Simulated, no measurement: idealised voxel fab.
Process module under the name voxel fin reveal
Section shown: cut. Width: 275 nm. Cell size: 5 nm, square.
Reading order for cross-sections: top band down to bottom band. Underlying form: a grid of square cells. Band size: one or more rows of cells. Per band: top height and bottom height in nm, followed by the left-to-right materials and their widths in nm; "full width" marks a single material spanning edge to edge, "air" marks empty space. It should be noted that heights are counted from 0, beneath which the wafer as supplied is of one material throughout, and that the lowest band possesses no lower boundary but continues downward, as written in "0 -> down". A width given as "30 to 40" starts at the first number in the band's top row and ends at the second number in its bottom row, shifting by an equal amount at every step from row to row. "stayed the same" -> step changed no cross-section cell. The entry titled "Closed void register" provides the empty spaces that have no open way to the top, restricted to those of 8 cells or more. Each is presented as width x height at distance, the distance being measured from the left edge, with all three in nm. Past the settings on a step's line: simulator remark, on that step. "overlay nm" answers the question of how far to the right of plan the mask lay on a step that has a mask, and when it is negative the answer is to the left.
Intended process steps
1,RECEIVE,material Si
2,CONFORMAL_DEP,material SiN,thk nm 5
3,MASKED_ETCH,tone cover,mask id FINS,width nm 15,pitch nm 40,etch materials SiN,depth nm 5,overlay nm 0
4,MASKED_ETCH,tone cover,mask id FINS,width nm 15,pitch nm 40,etch materials Si,depth nm 35,overlay nm 0
5,FILL_DEP,material SiO2,thk nm 10
6,CMP,height nm 5
7,SELECTIVE_ETCH,etch materials SiO2,depth nm 25
8,STRIP,etch materials SiN
9,CONFORMAL_DEP,material HfO2,thk nm 5
As-received state of the wafer in cross-section, equivalent to post-step 1
    0 -> down: Si full width
    Closed void register: none
The first of the two wafers as seen in cross-section once the module was finished; processing followed the plan
    5 -> 0: air=105, then HfO2=25, then air=15, then HfO2=25, then air=105
    0 -> -15: air=105, then HfO2=5, then Si=15, then HfO2=5, then air=15, then HfO2=5, then Si=15, then HfO2=5, then air=105
    -15 -> -20: HfO2=110, then Si=15, then HfO2=25, then Si=15, then HfO2=110
    -20 -> -35: SiO2=110, then Si=15, then SiO2=25, then Si=15, then SiO2=110
    -35 -> down: Si full width
    Closed void register: none
Second wafer at the end: like start, like plan, one mistake
    5 -> 0: air=105, then HfO2=25, then air=15, then HfO2=25, then air=105
    0 -> -15: air=105, then HfO2=5, then Si=15, then HfO2=5, then air=15, then HfO2=5, then Si=15, then HfO2=5, then air=105
    -15 -> -20: HfO2=110, then Si=15, then HfO2=25, then Si=15, then HfO2=110
    -20 -> -70: SiO2=110, then Si=15, then SiO2=25, then Si=15, then SiO2=110
    -70 -> down: Si full width
    Closed void register: none
Run error: twice, step 4 of the plan was run
Final cells, second wafer relative to first, materials higher or lower: Si -343 | SiO2 +343
